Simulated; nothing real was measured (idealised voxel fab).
Process module in this document: voxel tone inversion
The cross-section shown here is cut; it is 155 nm wide and divided into square cells measuring 5 nm on a side.
We lay out every cross-section as a grid of square cells and spell it out in bands from the top down, where one band means one or more rows of cells.
Each band's line starts with the height of the band's top and of its bottom, in nm. Then come its materials from left to right, each with its width in nm. One material with "throughout" fills the band from edge to edge. "blank" is empty space.
All heights in this document are referenced to 0, defined as the level beneath which the wafer, as received, consists entirely of one material. The lowest band is not bounded below; it extends indefinitely downward and is written in the form "z 0 and below".
With a width like "30 to 40", each row of cells in the band differs from the next by the same amount, the top row carrying the first number and the bottom row the second.
Step marked "nothing was modified"? Then no cell in the cross-section changed in it.
In "Closed void list" the enclosed voids are listed, meaning empty spaces of 8 cells or larger without any opening to the top. The form is width x height at distance, distance from the left edge, units nm.
Read whatever lies past the settings on a step's line as the simulator's own remark about the step.
What "overlay nm" on a step's line means: if the step has a mask, that mask lay this far to the right of its planned place, or, when the value is negative, to the left.

-- The planned process steps are enumerated hereunder
step 1: RECEIVE (material Si)
step 2: CONFORMAL_DEP (material SiN; thk nm 5)
step 3: DIRECTIONAL_DEP (material polySi; thk nm 25)
step 4: PATTERN (tone cover; mask id POSTS; material resist; width nm 15; pitch nm 45; thk nm 30; overlay nm 0)
step 5: DIRECTIONAL_ETCH (etch materials polySi; depth nm 25)
step 6: STRIP (etch materials resist)
step 7: FILL_DEP (material SiO2; thk nm 10)
step 8: CMP (height nm 30)
step 9: STRIP (etch materials polySi)
step 10: CONFORMAL_DEP (material TiN; thk nm 5)
step 11: FILL_DEP (material W; thk nm 10)
step 12: CMP (height nm 30)
step 13: CONFORMAL_DEP (material SiN; thk nm 5)

-- Incoming wafer in cross-section (state: after step 1)
z 0 and below: Si throughout
Closed void list: none

-- Cross-section: first of two wafers, module finished, run according to plan
z 35 to 30: SiN throughout
z 30 to 10: 45 of SiO2 / 5 of TiN / 5 of W / 5 of TiN / 30 of SiO2 / 5 of TiN / 5 of W / 5 of TiN / 50 of SiO2
z 10 to 5: 45 of SiO2 / 15 of TiN / 30 of SiO2 / 15 of TiN / 50 of SiO2
z 5 to 0: SiN throughout
z 0 and below: Si throughout
Closed void list: none

-- Second of two wafers, module complete, sectioned: it shares the first wafer's start and plan but was run with one mistake
z 35 to 30: SiN throughout
z 30 to 10: 50 of SiO2 / 5 of TiN / 5 of W / 5 of TiN / 30 of SiO2 / 5 of TiN / 5 of W / 5 of TiN / 45 of SiO2
z 10 to 5: 50 of SiO2 / 15 of TiN / 30 of SiO2 / 15 of TiN / 45 of SiO2
z 5 to 0: SiN throughout
z 0 and below: Si throughout
Closed void list: none
Which mistake was made when the wafer was run? step 4 ran with different settings than intended, the actual operation and settings being PATTERN (tone cover; mask id POSTS; material resist; width nm 15; pitch nm 45; thk nm 30; overlay nm 5)
The two final wafers agree on how many cells each material fills and disagree on which cells those are.
